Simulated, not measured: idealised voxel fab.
This is a process module. Its name is voxel transistor to metal.
We display cut, a cross-section 275 nm in width whose square cells are each 5 nm.
Heads up, the way a cross-section reads in here is a grid of square cells, handed over as bands from the top down, with every band being one or more rows of cells.
Basically the band line says how high the top is and how high the bottom is, in nm, and then what's in it from left to right, every material with its width in nm. Empty space shows up as "empty", and if a single material carries "everywhere" it runs the full band edge to edge.
For the purposes of this specification, 0 denotes the height below which the wafer in its as-received condition is composed wholly of one material, and the lowermost band, lacking a lower limit, extends downward without end, as expressed in "0 nm and below".
A two-number width, for instance "30->40", indicates that the width is equal to the first number in the top row of the band and to the second number in the bottom row, and that it changes by a constant amount per row of cells.
"no change occurred", as given for a step, is the statement that not any cell of the cross-section underwent a change during that step.
Empty spaces without an open route to the top, at least 8 cells in extent, make up the entry "Enclosed voids"; each is given as width x height at distance, where the distance is measured from the left edge, and all are in nm.
Formally, on a step line, whatever follows the settings is a remark that the simulator itself makes on the step.
Among the settings permitted on a step's line is "overlay nm"; applied to a step with a mask, it specifies the extent to which the mask lay to the right of its planned position, whereas a negative figure signifies a position to the left.

# plan
1) RECEIVE (material Si)
2) CONFORMAL_DEP (material SiO2; thk nm 5)
3) CONFORMAL_DEP (material SiN; thk nm 10)
4) DIRECTIONAL_DEP (material aC; thk nm 15)
5) PATTERN (tone cover; mask id ACTIVE; material resist; width nm 85; pitch nm 110; thk nm 35; overlay nm 0)
6) DIRECTIONAL_ETCH (etch materials aC; depth nm 15)
7) STRIP (etch materials resist)
8) DIRECTIONAL_ETCH (etch materials SiN; depth nm 10)
9) DIRECTIONAL_ETCH (etch materials SiO2; depth nm 5)
10) DIRECTIONAL_ETCH (etch materials Si; depth nm 25)
11) STRIP (etch materials aC)
12) FILL_DEP (material SiO2; thk nm 5)
13) CMP (height nm 15)
14) SELECTIVE_ETCH (etch materials SiO2; depth nm 5)
15) STRIP (etch materials SiN)
16) SELECTIVE_ETCH (etch materials SiO2; depth nm 5)
17) OXIDIZE (depth nm 5)
18) DIRECTIONAL_DEP (material polySi; thk nm 30)
19) DIRECTIONAL_DEP (material SiCN; thk nm 10)
20) MASKED_ETCH (tone cover; mask id GATE; width nm 15; pitch nm 110; etch materials SiCN; depth nm 20; overlay nm 0)
21) MASKED_ETCH (tone cover; mask id GATE; width nm 15; pitch nm 110; etch materials polySi; depth nm 40; overlay nm 0)
22) CONFORMAL_DEP (material SiN; thk nm 10)
23) DIRECTIONAL_ETCH (etch materials SiN; depth nm 10)
24) DIRECTIONAL_ETCH (etch materials SiO2; depth nm 5)
25) DIRECTIONAL_ETCH (etch materials Si; depth nm 15)
26) EPI (material nSi; thk nm 20)
27) FILL_DEP (material SiO2; thk nm 10)
28) CMP (height nm 40)
29) DIRECTIONAL_DEP (material SiO2; thk nm 15)
30) PATTERN (tone open; mask id CONTACT; material resist; width nm 25; thk nm 20; overlay nm 0)
31) DIRECTIONAL_ETCH (etch materials SiO2; depth nm 40)
32) STRIP (etch materials resist)
33) CONFORMAL_DEP (material TiN; thk nm 5)
34) FILL_DEP (material W; thk nm 5)
35) CMP (height nm 55)
36) DIRECTIONAL_DEP (material TiN; thk nm 5)
37) DIRECTIONAL_DEP (material Ru; thk nm 25)
38) MASKED_ETCH (tone cover; mask id METAL_1; width nm 15; etch materials Ru; depth nm 25; overlay nm 0)
39) MASKED_ETCH (tone cover; mask id METAL_1; width nm 15; etch materials TiN; depth nm 5; overlay nm 0)
40) CONFORMAL_DEP (material SiCN; thk nm 5)
41) FILL_DEP (material SiO2; thk nm 5)
42) CMP (height nm 85)
43) CONFORMAL_DEP (material SiCN; thk nm 5)
44) DIRECTIONAL_DEP (material SiO2; thk nm 30)
45) DIRECTIONAL_DEP (material aC; thk nm 15)
46) PATTERN (tone open; mask id METAL_2; material resist; width nm 15; pitch nm 110; thk nm 30; overlay nm 0)
47) DIRECTIONAL_ETCH (etch materials aC; depth nm 15)
48) STRIP (etch materials resist)
49) DIRECTIONAL_ETCH (etch materials SiO2; depth nm 15)
50) STRIP (etch materials aC)
51) DIRECTIONAL_DEP (material aC; thk nm 15)
52) PATTERN (tone open; mask id METAL_2_HOLES; material resist; width nm 15; pitch nm 110; thk nm 35; overlay nm 0)
53) DIRECTIONAL_ETCH (etch materials aC; depth nm 15)
54) STRIP (etch materials resist)
55) DIRECTIONAL_ETCH (etch materials SiO2; depth nm 15)
56) DIRECTIONAL_ETCH (etch materials SiCN; depth nm 5)
57) STRIP (etch materials aC)
58) CONFORMAL_DEP (material TiN; thk nm 5)
59) FILL_DEP (material Ru; thk nm 5)
60) CMP (height nm 120)
61) CONFORMAL_DEP (material SiCN; thk nm 5)

# Wafer cross-section on receipt, i.e. after step 1
	0 nm and below | Si everywhere
	Enclosed voids: none

# This is how the wafer looks in cross-section once the module is done, given the starting state and plan above and one mistake in carrying the plan out
	125 nm to 120 nm | SiCN everywhere
	120 nm to 115 nm | 45 nm SiCN  15 nm TiN  95 nm SiCN  15 nm TiN  105 nm SiCN
	115 nm to 85 nm | SiO2 everywhere
	85 nm to 60 nm | 40 nm SiO2  5 nm SiCN  15 nm Ru  5 nm SiCN  35 nm SiO2  5 nm SiCN  15 nm Ru  5 nm SiCN  25 nm SiO2  5 nm SiCN  15 nm Ru  5 nm SiCN  35 nm SiO2  5 nm SiCN  15 nm Ru  5 nm SiCN  40 nm SiO2
	60 nm to 55 nm | 45 nm SiCN  15 nm TiN  45 nm SiCN  15 nm TiN  35 nm SiCN  15 nm TiN  45 nm SiCN  15 nm TiN  45 nm SiCN
	55 nm to 45 nm | 45 nm SiO2  5 nm TiN  15 nm W  5 nm TiN  25 nm SiO2  5 nm TiN  15 nm W  5 nm TiN  35 nm SiO2  5 nm TiN  15 nm W  5 nm TiN  25 nm SiO2  5 nm TiN  15 nm W  5 nm TiN  45 nm SiO2
	45 nm to 40 nm | 45 nm SiO2  5 nm TiN  10 nm W  10 nm TiN  25 nm SiO2  10 nm TiN  10 nm W  5 nm TiN  35 nm SiO2  5 nm TiN  10 nm W  10 nm TiN  25 nm SiO2  10 nm TiN  10 nm W  5 nm TiN  45 nm SiO2
	40 nm to 30 nm | 45 nm SiO2  5 nm TiN  10 nm W  5 nm TiN  10 nm SiN  15 nm SiCN  10 nm SiN  5 nm TiN  10 nm W  5 nm TiN  35 nm SiO2  5 nm TiN  10 nm W  5 nm TiN  10 nm SiN  15 nm SiCN  10 nm SiN  5 nm TiN  10 nm W  5 nm TiN  45 nm SiO2
	30 nm to 20 nm | 45 nm SiO2  5 nm TiN  10 nm W  5 nm TiN  10 nm SiN  15 nm polySi  10 nm SiN  5 nm TiN  10 nm W  5 nm TiN  35 nm SiO2  5 nm TiN  10 nm W  5 nm TiN  10 nm SiN  15 nm polySi  10 nm SiN  5 nm TiN  10 nm W  5 nm TiN  45 nm SiO2
	20 nm to 15 nm | 45 nm SiO2  20 nm TiN  10 nm SiN  15 nm polySi  10 nm SiN  20 nm TiN  35 nm SiO2  20 nm TiN  10 nm SiN  15 nm polySi  10 nm SiN  20 nm TiN  45 nm SiO2
	15 nm to 5 nm | 35 nm SiO2  30 nm nSi  10 nm SiN  15 nm polySi  10 nm SiN  30 nm nSi  15 nm SiO2  30 nm nSi  10 nm SiN  15 nm polySi  10 nm SiN  30 nm nSi  35 nm SiO2
	5 nm to 0 nm | 35 nm SiO2  10 nm SiN  20 nm nSi  10 nm SiN  15 nm polySi  10 nm SiN  20 nm nSi  10 nm SiN  15 nm SiO2  10 nm SiN  20 nm nSi  10 nm SiN  15 nm polySi  10 nm SiN  20 nm nSi  10 nm SiN  35 nm SiO2
	0 nm to -5 nm | 45 nm SiO2  20 nm nSi  35 nm SiO2  20 nm nSi  35 nm SiO2  20 nm nSi  35 nm SiO2  20 nm nSi  45 nm SiO2
	-5 nm to -20 nm | 40 nm SiO2  5 nm Si  20 nm nSi  35 nm Si  20 nm nSi  5 nm Si  25 nm SiO2  5 nm Si  20 nm nSi  35 nm Si  20 nm nSi  5 nm Si  40 nm SiO2
	-20 nm to -25 nm | 40 nm SiO2  85 nm Si  25 nm SiO2  85 nm Si  40 nm SiO2
	-25 nm and below | Si everywhere
	Enclosed voids: none
What was the processing mistake? steps 43 and 44 of the plan were each performed in the slot designated for the other
